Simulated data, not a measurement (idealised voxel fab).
This is a process module. Its name is voxel fin reveal.
cross-section cut | 255 nm wide | cells 5 nm
Format of a cross-section: grid, square cells. Given as bands. Order: top down. Band: one or more rows of cells.
First you get the band's top height and its bottom height, in nm, and then the materials it's made of, left to right, with each width in nm. If you see a single material with "throughout", that one covers the band edge to edge. "blank" is empty space.
Counting heights begins at 0, where everything beneath is, in the wafer as received, one material. The lowest band has no bottom; it goes on downwards, as "0 and below" shows.
Per-row width for "30 to 40": begins at first number (top row of band), ends at second number (bottom row), increment between rows held constant.
Any step labelled "same as before" changed none of the cells in the cross-section.
The entry "Unvented voids" lists the empty spaces that cover at least 8 cells and have no open path to the top. Each is written as width x height at distance, where the distance is measured from the left edge and all three values are in nm.
Text after the settings on a step's line: the simulator's own remark on that step.
"overlay nm", when on a step's line for a step with a mask, measures how far to the right of its planned place the mask lay; a negative measure means to the left.

-- The process steps that were planned are listed below
- 1: RECEIVE with material Si
- 2: CONFORMAL_DEP with material SiN, thk nm 10
- 3: PATTERN with tone cover, mask id FINS, material resist, width nm 15, pitch nm 40, thk nm 15, overlay nm 0
- 4: DIRECTIONAL_ETCH with etch materials SiN, depth nm 10
- 5: DIRECTIONAL_ETCH with etch materials Si, depth nm 35
- 6: STRIP with etch materials resist
- 7: OXIDIZE with depth nm 5
- 8: FILL_DEP with material SiO2, thk nm 10
- 9: CMP with height nm 10
- 10: SELECTIVE_ETCH with etch materials SiO2, depth nm 20
- 11: STRIP with etch materials SiN
The width nm used in step 3 is not the same on every wafer, whereas the starting condition is; the value printed in the plan is the first wafer's.

-- First wafer of several, as received: cross-section after step 1
* 0 and below = Si throughout
* Unvented voids: none

-- Cross-section, first of several wafers, end of module, after last step 11
* 0 down to -10 = blank 85 nm | Si 5 nm | blank 35 nm | Si 5 nm | blank 35 nm | Si 5 nm | blank 85 nm
* -10 down to -40 = SiO2 85 nm | Si 5 nm | SiO2 35 nm | Si 5 nm | SiO2 35 nm | Si 5 nm | SiO2 85 nm
* -40 and below = Si throughout
* Unvented voids: none

-- End of module: cross-section, last of several wafers
* 0 down to -10 = blank 80 nm | Si 15 nm | blank 25 nm | Si 15 nm | blank 25 nm | Si 15 nm | blank 80 nm
* -10 down to -40 = SiO2 80 nm | Si 15 nm | SiO2 25 nm | Si 15 nm | SiO2 25 nm | Si 15 nm | SiO2 80 nm
* -40 and below = Si throughout
* Unvented voids: none

-- Note: the following table is arranged by wafer, a row apiece. Each row reports the end-of-module state: per material, cells gained (+) or cells lost (-) compared with the wafer as received; closed voids follow
width nm 15; -384 Si; +288 SiO2; Unvented voids: none
width nm 20; -360 Si; +270 SiO2; Unvented voids: none
width nm 25; -336 Si; +252 SiO2; Unvented voids: none
